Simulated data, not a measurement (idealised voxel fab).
Process module under the name voxel gate over fins
Square cells of 5 nm make up the cross-section cut, whose width is 225 nm.
Reading order for cross-sections: top band down to bottom band. Underlying form: a grid of square cells. Band size: one or more rows of cells.
The entry gives the band's vertical extent as a top height and a bottom height in nm, then its horizontal make-up as materials from left to right, each with a width in nm. "air" stands for empty space; a single material marked "everywhere" fills the band edge to edge.
Basically, 0 is our baseline, since under it the wafer straight out of the box is all one material. The bottom band has no lower end and keeps on going down, so it looks like "0..down".
With a width like "30 to 40", each row of cells in the band differs from the next by the same amount, the top row carrying the first number and the bottom row the second.
What does "no alteration" mean for a step? It means no cell of the cross-section changed in that step.
Voids not open to the top, 8 cells minimum: see "Closed internal cavities". Written width x height at distance; distance is from the left edge; nm.
Anything after a step's settings on that line? It's the simulator's own note about the step.
The setting "overlay nm" may be written on the line of a step. When the step uses a mask, the value reports how far to the right of the planned place the mask lay, and a negative value reports that it lay to the left.

[Intended process steps]
- 1: RECEIVE [material Si]
- 2: CONFORMAL_DEP [material SiN] [thk nm 10]
- 3: PATTERN [tone cover] [mask id FINS] [material resist] [width nm 15] [pitch nm 45] [thk nm 15] [overlay nm 0]
- 4: DIRECTIONAL_ETCH [etch materials SiN] [depth nm 10]
- 5: DIRECTIONAL_ETCH [etch materials Si] [depth nm 30]
- 6: STRIP [etch materials resist]
- 7: OXIDIZE [depth nm 5]
- 8: FILL_DEP [material SiO2] [thk nm 5]
- 9: CMP [height nm 10]
- 10: SELECTIVE_ETCH [etch materials SiO2] [depth nm 25]
- 11: STRIP [etch materials SiN]
- 12: CONFORMAL_DEP [material HfO2] [thk nm 5]
- 13: CONFORMAL_DEP [material TiN] [thk nm 5]
- 14: CONFORMAL_DEP [material TiAl] [thk nm 5]
- 15: CONFORMAL_DEP [material TiN] [thk nm 5]
- 16: FILL_DEP [material W] [thk nm 10]
- 17: CMP [height nm 25]
- 18: CONFORMAL_DEP [material SiCN] [thk nm 5]

[Step 1 complete: cross-section of the wafer as received]
- 0..down | Si everywhere
- Closed internal cavities: none

[Figure: cross-sectional view of the wafer upon completion of the module, processed from the initial state and according to the plan depicted above, with one error introduced during execution]
- 30..25 | SiCN everywhere
- 25..15 | W everywhere
- 15..10 | 70 nm W / 35 nm TiN / 10 nm W / 35 nm TiN / 75 nm W
- 10..5 | 70 nm W / 5 nm TiN / 25 nm TiAl / 5 nm TiN / 10 nm W / 5 nm TiN / 25 nm TiAl / 5 nm TiN / 75 nm W
- 5..0 | 70 nm W / 5 nm TiN / 5 nm TiAl / 15 nm TiN / 5 nm TiAl / 5 nm TiN / 10 nm W / 5 nm TiN / 5 nm TiAl / 15 nm TiN / 5 nm TiAl / 5 nm TiN / 75 nm W
- 0..-5 | 75 nm TiN / 5 nm TiAl / 5 nm TiN / 5 nm Si / 5 nm TiN / 5 nm TiAl / 20 nm TiN / 5 nm TiAl / 5 nm TiN / 5 nm Si / 5 nm TiN / 5 nm TiAl / 80 nm TiN
- -5..-10 | 80 nm TiAl / 5 nm TiN / 5 nm Si / 5 nm TiN / 30 nm TiAl / 5 nm TiN / 5 nm Si / 5 nm TiN / 85 nm TiAl
- -10..-15 | 85 nm TiN / 5 nm Si / 40 nm TiN / 5 nm Si / 90 nm TiN
- -15..-35 | 85 nm SiO2 / 5 nm Si / 40 nm SiO2 / 5 nm Si / 90 nm SiO2
- -35..down | Si everywhere
- Closed internal cavities: none
what went wrong: step 12 was dropped from the plan's execution and never run
